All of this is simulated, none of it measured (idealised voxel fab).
The following is a process module called voxel spacer lines.
Section cut is 190 nm wide and gridded with 5 nm square cells.
If you're reading a cross-section in this doc, picture square cells in a grid; it comes to you as bands, top ones listed first down to the bottom, and a band can be one or more rows of cells.
What a band's entry tells you: where the top is and where the bottom is, as heights in nm, and after that what lies inside, material by material from left to right, each with its width in nm. Empty space is written as the word "air", and a single material marked with the word "everywhere" occupies the band from edge to edge.
Convention: height 0 is the level below which the wafer, as received, is all one material. The lowest band does not terminate at the bottom but continues downward, represented as "top 0, no bottom".
A width given as "30->40" starts at the first number in the band's top row and ends at the second number in its bottom row, shifting by an equal amount at every step from row to row.
Key: "nothing was modified" - step with no changed cell in the cross-section.
Look at "Sealed void list" for the closed voids: empty spaces with no open path to the top, sized 8 cells or up. Each is width x height at distance, distance from the left edge, all nm.
What comes after the settings on a step's line is commentary from the simulator itself on that step.
Steps that use a mask can have "overlay nm" on their line. It says how far the mask sat to the right of where it was meant to be. Negative means to the left.
Process steps (planned):
1: RECEIVE: material Si
2: CONFORMAL_DEP: material Al2O3, thk nm 5
3: DIRECTIONAL_DEP: material TiN, thk nm 15
4: DIRECTIONAL_DEP: material aC, thk nm 20
5: PATTERN: tone cover, mask id MANDREL, material resist, width nm 15, pitch nm 50, thk nm 30, overlay nm 0
6: DIRECTIONAL_ETCH: etch materials aC, depth nm 20
7: STRIP: etch materials resist
8: CONFORMAL_DEP: material SiN, thk nm 10
9: DIRECTIONAL_ETCH: etch materials SiN, depth nm 10
10: STRIP: etch materials aC
11: DIRECTIONAL_ETCH: etch materials TiN, depth nm 15
12: STRIP: etch materials SiN
Wafer as received: cross-section following step 1:
* top 0, no bottom = Si everywhere
* Sealed void list: none
The cross-section shown corresponds to the wafer at the conclusion of the module. The initial structure and the process plan are those presented above; however, one mistake occurred in executing the plan:
* top 40, bottom 20 = air 60 nm; aC 15 nm; air 35 nm; aC 15 nm; air 65 nm
* top 20, bottom 5 = air 60 nm; TiN 15 nm; air 35 nm; TiN 15 nm; air 65 nm
* top 5, bottom 0 = Al2O3 everywhere
* top 0, no bottom = Si everywhere
* Sealed void list: none
Misprocessing identified: planned and actual differ for step 10; actual: STRIP: etch materials SiN
